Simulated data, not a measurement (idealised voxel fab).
Presented below is a process module, voxel gate over fins.
Section shown: cut. Width: 260 nm. Cell size: 5 nm, square.
Cross-section, as written here: a square-cell grid given band by band from the top down, where a band holds one or more rows of cells. The entry gives the band's vertical extent as a top height and a bottom height in nm, then its horizontal make-up as materials from left to right, each with a width in nm. "blank" stands for empty space; a single material marked "full width" fills the band edge to edge. Below 0: as-received wafer, all one material; heights counted from there. Lowest band: no bottom, goes on down, written "top 0, no bottom". When a width is written as two numbers, as in "30->40", the first number is the width in the top row of cells of the band and the second is the width in its bottom row, and the width changes by the same amount from each row to the next. "no change occurred" (step): cross-section cells unchanged, all of them. If an empty space has no open way to the top and is at least 8 cells in size, "Enclosed voids" lists it, written width x height at distance, where distance is measured from the left edge and every value is in nm. Anything after a step's settings on that line? It's the simulator's own note about the step. If you see "overlay nm" on a step's line and that step has a mask, it's telling you how far right of where it was planned the mask ended up; a negative number means it went left instead.

[Steps planned for the process]
1 RECEIVE (material Si)
2 CONFORMAL_DEP (material SiN; thk nm 5)
3 MASKED_ETCH (tone cover; mask id FINS; width nm 15; pitch nm 50; etch materials SiN; depth nm 5; overlay nm 0)
4 MASKED_ETCH (tone cover; mask id FINS; width nm 15; pitch nm 50; etch materials Si; depth nm 35; overlay nm 0)
5 OXIDIZE (depth nm 5)
6 FILL_DEP (material SiO2; thk nm 15)
7 CMP (height nm 5)
8 MASKED_ETCH (tone open; mask id RAIL; width nm 15; etch materials SiO2; depth nm 35; overlay nm 0)
9 CONFORMAL_DEP (material TiN; thk nm 5)
10 FILL_DEP (material Ru; thk nm 5)
11 CMP (height nm 5)
12 SELECTIVE_ETCH (etch materials W Ru TiN; depth nm 20)
13 FILL_DEP (material SiO2; thk nm 5)
14 CMP (height nm -5)
15 SELECTIVE_ETCH (etch materials SiO2; depth nm 15)
16 STRIP (etch materials SiN)
17 CONFORMAL_DEP (material HfO2; thk nm 5)
18 CONFORMAL_DEP (material TiN; thk nm 5)
19 CONFORMAL_DEP (material TiAl; thk nm 5)
20 CONFORMAL_DEP (material TiN; thk nm 5)
21 FILL_DEP (material W; thk nm 10)
22 CMP (height nm 25)
23 CONFORMAL_DEP (material SiCN; thk nm 5)
Be aware that, although all wafers share a common starting state, the height nm at step 14 differs among them, and the plan displays the first wafer's value.

[Cross-section of the first of several wafers as received (after step 1)]
    top 0, no bottom  Si full width
    Enclosed voids: none

[Wafer cross-section (first of several) - module end, post step 23 (last step)]
    top 30, bottom 25  SiCN full width
    top 25, bottom 15  W full width
    top 15, bottom 10  W 30, then TiN 45, then W 5, then TiN 45, then W 5, then TiN 45, then W 5, then TiN 45, then W 35
    top 10, bottom 5  W 30, then TiN 5, then TiAl 35, then TiN 5, then W 5, then TiN 5, then TiAl 35, then TiN 5, then W 5, then TiN 5, then TiAl 35, then TiN 5, then W 5, then TiN 5, then TiAl 35, then TiN 5, then W 35
    top 5, bottom 0  W 30, then TiN 5, then TiAl 5, then TiN 25, then TiAl 5, then TiN 15, then TiAl 5, then TiN 25, then TiAl 5, then TiN 5, then W 5, then TiN 5, then TiAl 5, then TiN 25, then TiAl 5, then TiN 5, then W 5, then TiN 5, then TiAl 5, then TiN 25, then TiAl 5, then TiN 5, then W 35
    top 0, bottom -5  TiN 35, then TiAl 5, then TiN 5, then HfO2 15, then TiN 5, then TiAl 25, then TiN 5, then HfO2 15, then TiN 5, then TiAl 5, then TiN 15, then TiAl 5, then TiN 5, then HfO2 15, then TiN 5, then TiAl 5, then TiN 15, then TiAl 5, then TiN 5, then HfO2 15, then TiN 5, then TiAl 5, then TiN 40
    top -5, bottom -10  TiAl 40, then TiN 5, then HfO2 5, then Si 5, then HfO2 5, then TiN 35, then HfO2 5, then Si 5, then HfO2 5, then TiN 5, then TiAl 25, then TiN 5, then HfO2 5, then Si 5, then HfO2 5, then TiN 5, then TiAl 25, then TiN 5, then HfO2 5, then Si 5, then HfO2 5, then TiN 5, then TiAl 45
    top -10, bottom -15  TiN 45, then HfO2 5, then Si 5, then HfO2 5, then TiN 5, then HfO2 25, then TiN 5, then HfO2 5, then Si 5, then HfO2 5, then TiN 35, then HfO2 5, then Si 5, then HfO2 5, then TiN 35, then HfO2 5, then Si 5, then HfO2 5, then TiN 50
    top -15, bottom -20  HfO2 50, then Si 5, then HfO2 15, then TiN 5, then Ru 5, then TiN 5, then HfO2 15, then Si 5, then HfO2 45, then Si 5, then HfO2 45, then Si 5, then HfO2 55
    top -20, bottom -25  SiO2 50, then Si 5, then SiO2 15, then TiN 5, then Ru 5, then TiN 5, then SiO2 15, then Si 5, then SiO2 45, then Si 5, then SiO2 45, then Si 5, then SiO2 55
    top -25, bottom -30  SiO2 50, then Si 5, then SiO2 15, then TiN 15, then SiO2 15, then Si 5, then SiO2 45, then Si 5, then SiO2 45, then Si 5, then SiO2 55
    top -30, bottom -40  SiO2 50, then Si 5, then SiO2 45, then Si 5, then SiO2 45, then Si 5, then SiO2 45, then Si 5, then SiO2 55
    top -40, no bottom  Si full width
    Enclosed voids: none

[last wafer at the end]
    top 30, bottom 25  SiCN full width
    top 25, bottom 20  W full width
    top 20, bottom 15  W 30, then TiN 45, then W 5, then TiN 45, then W 5, then TiN 45, then W 5, then TiN 45, then W 35
    top 15, bottom 10  TiN 35, then TiAl 35, then TiN 15, then TiAl 35, then TiN 15, then TiAl 35, then TiN 15, then TiAl 35, then TiN 40
    top 10, bottom 5  TiAl 40, then TiN 25, then TiAl 25, then TiN 25, then TiAl 25, then TiN 25, then TiAl 25, then TiN 25, then TiAl 45
    top 5, bottom 0  TiN 45, then HfO2 15, then TiN 35, then HfO2 15, then TiN 35, then HfO2 15, then TiN 35, then HfO2 15, then TiN 50
    top 0, bottom -5  HfO2 50, then Si 5, then HfO2 45, then Si 5, then HfO2 45, then Si 5, then HfO2 45, then Si 5, then HfO2 55
    top -5, bottom -15  SiO2 50, then Si 5, then SiO2 45, then Si 5, then SiO2 45, then Si 5, then SiO2 45, then Si 5, then SiO2 55
    top -15, bottom -25  SiO2 50, then Si 5, then SiO2 15, then TiN 5, then Ru 5, then TiN 5, then SiO2 15, then Si 5, then SiO2 45, then Si 5, then SiO2 45, then Si 5, then SiO2 55
    top -25, bottom -30  SiO2 50, then Si 5, then SiO2 15, then TiN 15, then SiO2 15, then Si 5, then SiO2 45, then Si 5, then SiO2 45, then Si 5, then SiO2 55
    top -30, bottom -40  SiO2 50, then Si 5, then SiO2 45, then Si 5, then SiO2 45, then Si 5, then SiO2 45, then Si 5, then SiO2 55
    top -40, no bottom  Si full width
    Enclosed voids: none

[The rows of the table below are wafers. Looking at the end of the module, a row counts, for every material, the cells the wafer has gained, shown as (+), or lost, shown as (-), since it was received; its closed voids come next]
height nm -5; +78 HfO2; +2 Ru; -388 Si; +52 SiCN; +186 SiO2; +74 TiAl; +157 TiN; +151 W; Enclosed voids: none
height nm 0; +76 HfO2; +2 Ru; -384 Si; +52 SiCN; +231 SiO2; +76 TiAl; +159 TiN; +100 W; Enclosed voids: none
height nm 5; +68 HfO2; +2 Ru; -384 Si; +52 SiCN; +279 SiO2; +68 TiAl; +143 TiN; +84 W; Enclosed voids: none
height nm 10; +60 HfO2; +2 Ru; -384 Si; +52 SiCN; +327 SiO2; +60 TiAl; +127 TiN; +68 W; Enclosed voids: none
